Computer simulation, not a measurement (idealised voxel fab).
process module | voxel wiring stack
cross-section cut | 210 nm wide | cells 5 nm
A cross-section is a grid of square cells, given in bands from the top down. A band is one or more rows of cells.
Each band's line starts with the height of the band's top and of its bottom, in nm. Then come its materials from left to right, each with its width in nm. One material with "throughout" fills the band from edge to edge. "air" is empty space.
Height 0 is the level under which the wafer as received is all one material. The lowest band goes on downwards, as in "0 down".
A width such as "30 to 40" changes by the same amount from each row of cells to the next, from the band's top row to its bottom row.
"no change" after a step means that no cell of the cross-section changed.
closed voids: empty space of 8 cells or more with no open way to the top, each as width x height at its distance from the left edge, in nm
after a step's settings: what the simulator itself notes on the step
overlay nm, on a step with a mask: how far to the right of its planned place the mask lay; to the left if negative
plan
1 op RECEIVE | material Si
2 op CONFORMAL_DEP | material SiO2 | thk nm 10
3 op CONFORMAL_DEP | material SiCN | thk nm 5
4 op DIRECTIONAL_DEP | material SiO2 | thk nm 25
5 op PATTERN | tone open | mask id METAL_1 | material resist | width nm 30 | pitch nm 60 | thk nm 20 | overlay nm 0
6 op DIRECTIONAL_ETCH | etch materials SiO2 | depth nm 25
7 op DIRECTIONAL_ETCH | etch materials SiCN | depth nm 5
8 op STRIP | etch materials resist
9 op CONFORMAL_DEP | material TiN | thk nm 5
10 op FILL_DEP | material Cu | thk nm 5
11 op CMP | height nm 40
12 op CONFORMAL_DEP | material SiCN | thk nm 5
13 op DIRECTIONAL_DEP | material lowk | thk nm 25
14 op PATTERN | tone open | mask id METAL_2_HOLES | material resist | width nm 15 | pitch nm 60 | thk nm 20 | overlay nm 0
15 op DIRECTIONAL_ETCH | etch materials lowk | depth nm 25
16 op STRIP | etch materials resist
17 op PATTERN | tone open | mask id METAL_2 | material resist | width nm 30 | pitch nm 60 | thk nm 20 | overlay nm 0
18 op DIRECTIONAL_ETCH | etch materials lowk | depth nm 15
19 op DIRECTIONAL_ETCH | etch materials SiCN | depth nm 5
20 op STRIP | etch materials resist
21 op CONFORMAL_DEP | material TiN | thk nm 5
22 op FILL_DEP | material Ru | thk nm 10
23 op CMP | height nm 70
24 op CONFORMAL_DEP | material SiCN | thk nm 5
25 op DIRECTIONAL_DEP | material SiO2 | thk nm 15
26 op PATTERN | tone open | mask id PLUG_2 | material resist | width nm 15 | thk nm 15 | overlay nm 0
27 op DIRECTIONAL_ETCH | etch materials SiO2 | depth nm 15
28 op DIRECTIONAL_ETCH | etch materials SiCN | depth nm 5
29 op STRIP | etch materials resist
30 op EPI | material Ru | thk nm 10
31 op EPI | material Ru | thk nm 10
32 op DIRECTIONAL_DEP | material TiN | thk nm 5
33 op DIRECTIONAL_DEP | material Ru | thk nm 20
34 op PATTERN | tone cover | mask id METAL_3 | material resist | width nm 30 | pitch nm 60 | thk nm 20 | overlay nm 0
35 op DIRECTIONAL_ETCH | etch materials Ru | depth nm 20
36 op DIRECTIONAL_ETCH | etch materials TiN | depth nm 5
37 op STRIP | etch materials resist
38 op CONFORMAL_DEP | material SiCN | thk nm 5
39 op FILL_DEP | material SiO2 | thk nm 10
40 op CMP | height nm 115
41 op CONFORMAL_DEP | material SiCN | thk nm 5
42 op DIRECTIONAL_DEP | material SiO2 | thk nm 30
43 op PATTERN | tone open | mask id METAL_4_HOLES | material resist | width nm 15 | pitch nm 60 | thk nm 15 | overlay nm 0
44 op DIRECTIONAL_ETCH | etch materials SiO2 | depth nm 30
45 op STRIP | etch materials resist
46 op MASKED_ETCH | tone open | mask id METAL_4 | width nm 30 | pitch nm 60 | etch materials SiO2 | depth nm 15 | overlay nm 0
47 op MASKED_ETCH | tone open | mask id METAL_4 | width nm 30 | pitch nm 60 | etch materials SiCN | depth nm 5 | overlay nm 0
48 op CONFORMAL_DEP | material TiN | thk nm 5
49 op FILL_DEP | material Cu | thk nm 10
50 op CMP | height nm 150
51 op CONFORMAL_DEP | material SiCN | thk nm 5
first wafer, as planned
as received, after step 1
  0 down: Si throughout
  closed voids: none
after step 2
  10 to 0: SiO2 throughout
  below 0: unchanged
after step 3
  15 to 10: SiCN throughout
  below 10: unchanged
after step 4
  40 to 15: SiO2 throughout
  below 15: unchanged
after step 5
  60 to 40: resist 60 | air 30 | resist 30 | air 30 | resist 60
  below 40: unchanged
after step 6
  60 to 40: resist 60 | air 30 | resist 30 | air 30 | resist 60
  40 to 15: SiO2 60 | air 30 | SiO2 30 | air 30 | SiO2 60
  below 15: unchanged
after step 7
  60 to 40: resist 60 | air 30 | resist 30 | air 30 | resist 60
  40 to 15: SiO2 60 | air 30 | SiO2 30 | air 30 | SiO2 60
  15 to 10: SiCN 60 | air 30 | SiCN 30 | air 30 | SiCN 60
  below 10: unchanged
after step 8
  40 to 15: SiO2 60 | air 30 | SiO2 30 | air 30 | SiO2 60
  below 15: unchanged
after step 9
  45 to 40: TiN 65 | air 20 | TiN 40 | air 20 | TiN 65
  40 to 15: SiO2 60 | TiN 5 | air 20 | TiN 5 | SiO2 30 | TiN 5 | air 20 | TiN 5 | SiO2 60
  15 to 10: SiCN 60 | TiN 30 | SiCN 30 | TiN 30 | SiCN 60
  below 10: unchanged
after step 10
  50 to 45: Cu throughout
  45 to 40: TiN 65 | Cu 20 | TiN 40 | Cu 20 | TiN 65
  40 to 15: SiO2 60 | TiN 5 | Cu 20 | TiN 5 | SiO2 30 | TiN 5 | Cu 20 | TiN 5 | SiO2 60
  below 15: unchanged
after step 11
  40 to 15: SiO2 60 | TiN 5 | Cu 20 | TiN 5 | SiO2 30 | TiN 5 | Cu 20 | TiN 5 | SiO2 60
  below 15: unchanged
after step 12
  45 to 40: SiCN throughout
  below 40: unchanged
after step 13
  70 to 45: lowk throughout
  below 45: unchanged
after step 14
  90 to 70: resist 60 | air 15 | resist 45 | air 15 | resist 75
  below 70: unchanged
after step 15
  90 to 70: resist 60 | air 15 | resist 45 | air 15 | resist 75
  70 to 45: lowk 60 | air 15 | lowk 45 | air 15 | lowk 75
  below 45: unchanged
after step 16
  70 to 45: lowk 60 | air 15 | lowk 45 | air 15 | lowk 75
  below 45: unchanged
after step 17
  90 to 70: resist 60 | air 30 | resist 30 | air 30 | resist 60
  below 70: unchanged
after step 18
  90 to 70: resist 60 | air 30 | resist 30 | air 30 | resist 60
  70 to 55: lowk 60 | air 30 | lowk 30 | air 30 | lowk 60
  below 55: unchanged
after step 19
  90 to 70: resist 60 | air 30 | resist 30 | air 30 | resist 60
  70 to 55: lowk 60 | air 30 | lowk 30 | air 30 | lowk 60
  55 to 45: lowk 60 | air 15 | lowk 45 | air 15 | lowk 75
  45 to 40: SiCN 60 | air 15 | SiCN 45 | air 15 | SiCN 75
  below 40: unchanged
after step 20
  70 to 55: lowk 60 | air 30 | lowk 30 | air 30 | lowk 60
  below 55: unchanged
after step 21
  75 to 70: TiN 65 | air 20 | TiN 40 | air 20 | TiN 65
  70 to 60: lowk 60 | TiN 5 | air 20 | TiN 5 | lowk 30 | TiN 5 | air 20 | TiN 5 | lowk 60
  60 to 55: lowk 60 | TiN 5 | air 5 | TiN 20 | lowk 30 | TiN 5 | air 5 | TiN 20 | lowk 60
  55 to 45: lowk 60 | TiN 5 | air 5 | TiN 5 | lowk 45 | TiN 5 | air 5 | TiN 5 | lowk 75
  45 to 40: SiCN 60 | TiN 15 | SiCN 45 | TiN 15 | SiCN 75
  below 40: unchanged
after step 22
  85 to 75: Ru throughout
  75 to 70: TiN 65 | Ru 20 | TiN 40 | Ru 20 | TiN 65
  70 to 60: lowk 60 | TiN 5 | Ru 20 | TiN 5 | lowk 30 | TiN 5 | Ru 20 | TiN 5 | lowk 60
  60 to 55: lowk 60 | TiN 5 | Ru 5 | TiN 20 | lowk 30 | TiN 5 | Ru 5 | TiN 20 | lowk 60
  55 to 45: lowk 60 | TiN 5 | Ru 5 | TiN 5 | lowk 45 | TiN 5 | Ru 5 | TiN 5 | lowk 75
  below 45: unchanged
after step 23
  70 to 60: lowk 60 | TiN 5 | Ru 20 | TiN 5 | lowk 30 | TiN 5 | Ru 20 | TiN 5 | lowk 60
  below 60: unchanged
after step 24
  75 to 70: SiCN throughout
  below 70: unchanged
after step 25
  90 to 75: SiO2 throughout
  below 75: unchanged
after step 26
  105 to 90: resist 60 | air 15 | resist 135
  below 90: unchanged
after step 27
  105 to 90: resist 60 | air 15 | resist 135
  90 to 75: SiO2 60 | air 15 | SiO2 135
  below 75: unchanged
after step 28
  105 to 90: resist 60 | air 15 | resist 135
  90 to 75: SiO2 60 | air 15 | SiO2 135
  75 to 70: SiCN 60 | air 15 | SiCN 135
  below 70: unchanged
after step 29
  90 to 75: SiO2 60 | air 15 | SiO2 135
  below 75: unchanged
after step 30
  90 to 80: SiO2 60 | air 15 | SiO2 135
  80 to 75: SiO2 60 | Ru 15 | SiO2 135
  75 to 70: SiCN 60 | Ru 15 | SiCN 135
  below 70: unchanged
after step 31
  90 to 75: SiO2 60 | Ru 15 | SiO2 135
  below 75: unchanged
after step 32
  95 to 90: TiN throughout
  below 90: unchanged
after step 33
  115 to 95: Ru throughout
  below 95: unchanged
after step 34
  135 to 115: air 60 | resist 30 | air 30 | resist 30 | air 60
  below 115: unchanged
after step 35
  135 to 115: air 60 | resist 30 | air 30 | resist 30 | air 60
  115 to 95: air 60 | Ru 30 | air 30 | Ru 30 | air 60
  below 95: unchanged
after step 36
  135 to 115: air 60 | resist 30 | air 30 | resist 30 | air 60
  115 to 95: air 60 | Ru 30 | air 30 | Ru 30 | air 60
  95 to 90: air 60 | TiN 30 | air 30 | TiN 30 | air 60
  below 90: unchanged
after step 37
  115 to 95: air 60 | Ru 30 | air 30 | Ru 30 | air 60
  below 95: unchanged
after step 38
  120 to 115: air 55 | SiCN 40 | air 20 | SiCN 40 | air 55
  115 to 95: air 55 | SiCN 5 | Ru 30 | SiCN 5 | air 20 | SiCN 5 | Ru 30 | SiCN 5 | air 55
  95 to 90: SiCN 60 | TiN 30 | SiCN 30 | TiN 30 | SiCN 60
  below 90: unchanged
after step 39
  130 to 120: SiO2 throughout
  120 to 115: SiO2 55 | SiCN 40 | SiO2 20 | SiCN 40 | SiO2 55
  115 to 95: SiO2 55 | SiCN 5 | Ru 30 | SiCN 5 | SiO2 20 | SiCN 5 | Ru 30 | SiCN 5 | SiO2 55
  below 95: unchanged
after step 40
  115 to 95: SiO2 55 | SiCN 5 | Ru 30 | SiCN 5 | SiO2 20 | SiCN 5 | Ru 30 | SiCN 5 | SiO2 55
  below 95: unchanged
after step 41
  120 to 115: SiCN throughout
  below 115: unchanged
after step 42
  150 to 120: SiO2 throughout
  below 120: unchanged
after step 43
  165 to 150: resist 60 | air 15 | resist 45 | air 15 | resist 75
  below 150: unchanged
after step 44
  165 to 150: resist 60 | air 15 | resist 45 | air 15 | resist 75
  150 to 120: SiO2 60 | air 15 | SiO2 45 | air 15 | SiO2 75
  below 120: unchanged
after step 45
  150 to 120: SiO2 60 | air 15 | SiO2 45 | air 15 | SiO2 75
  below 120: unchanged
after step 46
  150 to 135: SiO2 60 | air 30 | SiO2 30 | air 30 | SiO2 60
  below 135: unchanged
after step 47
  150 to 135: SiO2 60 | air 30 | SiO2 30 | air 30 | SiO2 60
  135 to 120: SiO2 60 | air 15 | SiO2 45 | air 15 | SiO2 75
  120 to 115: SiCN 60 | air 15 | SiCN 45 | air 15 | SiCN 75
  below 115: unchanged
after step 48
  155 to 150: TiN 65 | air 20 | TiN 40 | air 20 | TiN 65
  150 to 140: SiO2 60 | TiN 5 | air 20 | TiN 5 | SiO2 30 | TiN 5 | air 20 | TiN 5 | SiO2 60
  140 to 135: SiO2 60 | TiN 5 | air 5 | TiN 20 | SiO2 30 | TiN 5 | air 5 | TiN 20 | SiO2 60
  135 to 120: SiO2 60 | TiN 5 | air 5 | TiN 5 | SiO2 45 | TiN 5 | air 5 | TiN 5 | SiO2 75
  120 to 115: SiCN 60 | TiN 15 | SiCN 45 | TiN 15 | SiCN 75
  below 115: unchanged
after step 49
  165 to 155: Cu throughout
  155 to 150: TiN 65 | Cu 20 | TiN 40 | Cu 20 | TiN 65
  150 to 140: SiO2 60 | TiN 5 | Cu 20 | TiN 5 | SiO2 30 | TiN 5 | Cu 20 | TiN 5 | SiO2 60
  140 to 135: SiO2 60 | TiN 5 | Cu 5 | TiN 20 | SiO2 30 | TiN 5 | Cu 5 | TiN 20 | SiO2 60
  135 to 120: SiO2 60 | TiN 5 | Cu 5 | TiN 5 | SiO2 45 | TiN 5 | Cu 5 | TiN 5 | SiO2 75
  below 120: unchanged
after step 50
  150 to 140: SiO2 60 | TiN 5 | Cu 20 | TiN 5 | SiO2 30 | TiN 5 | Cu 20 | TiN 5 | SiO2 60
  below 140: unchanged
after step 51
  155 to 150: SiCN throughout
  below 150: unchanged
second wafer: like start, like plan, one mistake. Through step 33 it matches the first wafer
when step 34 should have ended
  135 to 115: air 65 | resist 20 | air 40 | resist 20 | air 65
  below 115: unchanged
when step 35 should have ended
  135 to 115: air 65 | resist 20 | air 40 | resist 20 | air 65
  115 to 95: air 65 | Ru 20 | air 40 | Ru 20 | air 65
  below 95: unchanged
when step 36 should have ended
  135 to 115: air 65 | resist 20 | air 40 | resist 20 | air 65
  115 to 95: air 65 | Ru 20 | air 40 | Ru 20 | air 65
  95 to 90: air 65 | TiN 20 | air 40 | TiN 20 | air 65
  below 90: unchanged
when step 37 should have ended
  115 to 95: air 65 | Ru 20 | air 40 | Ru 20 | air 65
  below 95: unchanged
when step 38 should have ended
  120 to 115: air 60 | SiCN 30 | air 30 | SiCN 30 | air 60
  115 to 95: air 60 | SiCN 5 | Ru 20 | SiCN 5 | air 30 | SiCN 5 | Ru 20 | SiCN 5 | air 60
  95 to 90: SiCN 65 | TiN 20 | SiCN 40 | TiN 20 | SiCN 65
  below 90: unchanged
when step 39 should have ended
  130 to 120: SiO2 throughout
  120 to 115: SiO2 60 | SiCN 30 | SiO2 30 | SiCN 30 | SiO2 60
  115 to 95: SiO2 60 | SiCN 5 | Ru 20 | SiCN 5 | SiO2 30 | SiCN 5 | Ru 20 | SiCN 5 | SiO2 60
  below 95: unchanged
when step 40 should have ended
  115 to 95: SiO2 60 | SiCN 5 | Ru 20 | SiCN 5 | SiO2 30 | SiCN 5 | Ru 20 | SiCN 5 | SiO2 60
  below 95: unchanged
when step 41 should have ended
  120 to 115: SiCN throughout
  below 115: unchanged
when step 42 should have ended
  150 to 120: SiO2 throughout
  below 120: unchanged
when step 43 should have ended
  165 to 150: resist 60 | air 15 | resist 45 | air 15 | resist 75
  below 150: unchanged
when step 44 should have ended
  165 to 150: resist 60 | air 15 | resist 45 | air 15 | resist 75
  150 to 120: SiO2 60 | air 15 | SiO2 45 | air 15 | SiO2 75
  below 120: unchanged
when step 45 should have ended
  150 to 120: SiO2 60 | air 15 | SiO2 45 | air 15 | SiO2 75
  below 120: unchanged
when step 46 should have ended
  150 to 135: SiO2 60 | air 30 | SiO2 30 | air 30 | SiO2 60
  below 135: unchanged
when step 47 should have ended
  150 to 135: SiO2 60 | air 30 | SiO2 30 | air 30 | SiO2 60
  135 to 120: SiO2 60 | air 15 | SiO2 45 | air 15 | SiO2 75
  120 to 115: SiCN 60 | air 15 | SiCN 45 | air 15 | SiCN 75
  below 115: unchanged
when step 48 should have ended
  155 to 150: TiN 65 | air 20 | TiN 40 | air 20 | TiN 65
  150 to 140: SiO2 60 | TiN 5 | air 20 | TiN 5 | SiO2 30 | TiN 5 | air 20 | TiN 5 | SiO2 60
  140 to 135: SiO2 60 | TiN 5 | air 5 | TiN 20 | SiO2 30 | TiN 5 | air 5 | TiN 20 | SiO2 60
  135 to 120: SiO2 60 | TiN 5 | air 5 | TiN 5 | SiO2 45 | TiN 5 | air 5 | TiN 5 | SiO2 75
  120 to 115: SiCN 60 | TiN 15 | SiCN 45 | TiN 15 | SiCN 75
  below 115: unchanged
when step 49 should have ended
  165 to 155: Cu throughout
  155 to 150: TiN 65 | Cu 20 | TiN 40 | Cu 20 | TiN 65
  150 to 140: SiO2 60 | TiN 5 | Cu 20 | TiN 5 | SiO2 30 | TiN 5 | Cu 20 | TiN 5 | SiO2 60
  140 to 135: SiO2 60 | TiN 5 | Cu 5 | TiN 20 | SiO2 30 | TiN 5 | Cu 5 | TiN 20 | SiO2 60
  135 to 120: SiO2 60 | TiN 5 | Cu 5 | TiN 5 | SiO2 45 | TiN 5 | Cu 5 | TiN 5 | SiO2 75
  below 120: unchanged
when step 50 should have ended
  150 to 140: SiO2 60 | TiN 5 | Cu 20 | TiN 5 | SiO2 30 | TiN 5 | Cu 20 | TiN 5 | SiO2 60
  below 140: unchanged
when step 51 should have ended
  155 to 150: SiCN throughout
  below 150: unchanged
what went wrong: step 34 ran as: op PATTERN | tone cover | mask id METAL_3 | material resist | width nm 20 | pitch nm 60 | thk nm 20 | overlay nm 0
at the end the second wafer has, in cells: 16 fewer of Ru | 4 more of SiCN | 16 more of SiO2 | 4 fewer of TiN
